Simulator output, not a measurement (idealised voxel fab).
The process module presented herein is designated voxel air gaps.
In the cross-section labelled cut, the width is 280 nm and each square cell is 5 nm.
Just so we're on the same page, the cross-sections are grids of square cells, and they're listed out in bands top to bottom, each band one or more rows deep. First you get the band's top height and its bottom height, in nm, and then the materials it's made of, left to right, with each width in nm. If you see a single material with "throughout", that one covers the band edge to edge. "blank" is empty space. Convention: height 0 is the level below which the wafer, as received, is all one material. The lowest band does not terminate at the bottom but continues downward, represented as "0 -> down". Read "30 to 40" as a graded width: first number on top, second number at the bottom, same change between each pair of neighbouring rows. Reading "everything unchanged" for a step: not a cell of the cross-section changed in it. Each empty space that has no open way to the top and spans at least 8 cells appears under "Enclosed void inventory" as width x height at distance, the distance counted from the left edge, all in nm. Read whatever lies past the settings on a step's line as the simulator's own remark about the step. overlay nm: right-of-plan distance of the mask on a masked step; negative values mean left-of-plan.

Process steps (planned):
1 RECEIVE (material Si)
2 CONFORMAL_DEP (material SiO2; thk nm 15)
3 CONFORMAL_DEP (material SiCN; thk nm 5)
4 DIRECTIONAL_DEP (material SiO2; thk nm 30)
5 DIRECTIONAL_DEP (material aC; thk nm 10)
6 PATTERN (tone open; mask id LINES; material resist; width nm 15; pitch nm 40; thk nm 30; overlay nm 0)
7 DIRECTIONAL_ETCH (etch materials aC; depth nm 10)
8 STRIP (etch materials resist)
9 DIRECTIONAL_ETCH (etch materials SiO2; depth nm 30)
10 STRIP (etch materials aC)
11 CONFORMAL_DEP (material TiN; thk nm 5)
12 FILL_DEP (material Cu; thk nm 5)
13 CMP (height nm 50)
14 EPI (material Ru; thk nm 10)
15 SELECTIVE_ETCH (etch materials SiO2; depth nm 40)
16 CONFORMAL_DEP (material SiCN; thk nm 5)

Cross-sectional view of the wafer in its as-received condition, corresponding to the state after step 1:
* 0 -> down: Si throughout
* Enclosed void inventory: none

Wafer at module end, in section. Began as above, planned as above, run with one mistake:
* 75 -> 60: 45 blank, 185 SiCN, 50 blank
* 60 -> 50: 45 blank, 15 SiCN, 35 Ru, 5 SiCN, 35 Ru, 5 SiCN, 35 Ru, 5 SiCN, 35 Ru, 15 SiCN, 50 blank
* 50 -> 45: 45 blank, 25 SiCN, 5 TiN, 5 Cu, 5 TiN, 25 SiCN, 5 TiN, 5 Cu, 5 TiN, 25 SiCN, 5 TiN, 5 Cu, 5 TiN, 25 SiCN, 5 TiN, 5 Cu, 5 TiN, 25 SiCN, 50 blank
* 45 -> 35: 45 blank, 25 SiCN, 5 TiN, 5 Cu, 5 TiN, 5 SiCN, 15 blank, 5 SiCN, 5 TiN, 5 Cu, 5 TiN, 5 SiCN, 15 blank, 5 SiCN, 5 TiN, 5 Cu, 5 TiN, 5 SiCN, 15 blank, 5 SiCN, 5 TiN, 5 Cu, 5 TiN, 25 SiCN, 50 blank
* 35 -> 25: 70 SiCN, 5 TiN, 5 Cu, 5 TiN, 5 SiCN, 15 blank, 5 SiCN, 5 TiN, 5 Cu, 5 TiN, 5 SiCN, 15 blank, 5 SiCN, 5 TiN, 5 Cu, 5 TiN, 5 SiCN, 15 blank, 5 SiCN, 5 TiN, 5 Cu, 5 TiN, 75 SiCN
* 25 -> 20: 70 SiCN, 15 TiN, 25 SiCN, 15 TiN, 25 SiCN, 15 TiN, 25 SiCN, 15 TiN, 75 SiCN
* 20 -> 15: SiCN throughout
* 15 -> 0: SiO2 throughout
* 0 -> down: Si throughout
* Enclosed void inventory: 15 x 20 at 90; 15 x 20 at 130; 15 x 20 at 170
Diagnosis: for step 16, the planned setting was not used; the step was instead run as CONFORMAL_DEP (material SiCN; thk nm 15)
